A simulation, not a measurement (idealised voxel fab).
process module | voxel plated lines
cross-section cut | 220 nm wide | cells 5 nm
A cross-section is a grid of square cells, given in bands from the top down. A band is one or more rows of cells.
Each band's line starts with the height of the band's top and of its bottom, in nm. Then come its materials from left to right, each with its width in nm. One material with "throughout" fills the band from edge to edge. "air" is empty space.
Height 0 is the level under which the wafer as received is all one material. The lowest band goes on downwards, as in "0 down".
A width such as "30 to 40" changes by the same amount from each row of cells to the next, from the band's top row to its bottom row.
"no change" after a step means that no cell of the cross-section changed.
closed voids: empty space of 8 cells or more with no open way to the top, each as width x height at its distance from the left edge, in nm
after a step's settings: what the simulator itself notes on the step
overlay nm, on a step with a mask: how far to the right of its planned place the mask lay; to the left if negative
plan
1 op RECEIVE | material Si
2 op CONFORMAL_DEP | material Al2O3 | thk nm 15
3 op DIRECTIONAL_DEP | material TiN | thk nm 5
4 op PATTERN | tone open | mask id LINES | material resist | width nm 15 | pitch nm 30 | thk nm 40 | overlay nm 0
5 op EPI | material Ru | thk nm 5
6 op EPI | material Ru | thk nm 10
7 op EPI | material Ru | thk nm 5
8 op STRIP | etch materials resist
9 op DIRECTIONAL_ETCH | etch materials TiN | depth nm 5
10 op CONFORMAL_DEP | material SiCN | thk nm 5
as received, after step 1
  0 down: Si throughout
  closed voids: none
first wafer at the end, as planned
  45 to 40: air 65 | SiCN 25 | air 5 | SiCN 25 | air 5 | SiCN 25 | air 70
  40 to 20: air 65 | SiCN 5 | Ru 15 | SiCN 5 | air 5 | SiCN 5 | Ru 15 | SiCN 5 | air 5 | SiCN 5 | Ru 15 | SiCN 5 | air 70
  20 to 15: SiCN 70 | TiN 15 | SiCN 15 | TiN 15 | SiCN 15 | TiN 15 | SiCN 75
  15 to 0: Al2O3 throughout
  0 down: Si throughout
  closed voids: none
second wafer at the end: like start, like plan, one mistake
  35 to 30: air 65 | SiCN 25 | air 5 | SiCN 25 | air 5 | SiCN 25 | air 70
  30 to 20: air 65 | SiCN 5 | Ru 15 | SiCN 5 | air 5 | SiCN 5 | Ru 15 | SiCN 5 | air 5 | SiCN 5 | Ru 15 | SiCN 5 | air 70
  20 to 15: SiCN 70 | TiN 15 | SiCN 15 | TiN 15 | SiCN 15 | TiN 15 | SiCN 75
  15 to 0: Al2O3 throughout
  0 down: Si throughout
  closed voids: none
what went wrong: step 6 was left out
at the end the second wafer has, in cells: 18 fewer of Ru | 12 fewer of SiCN
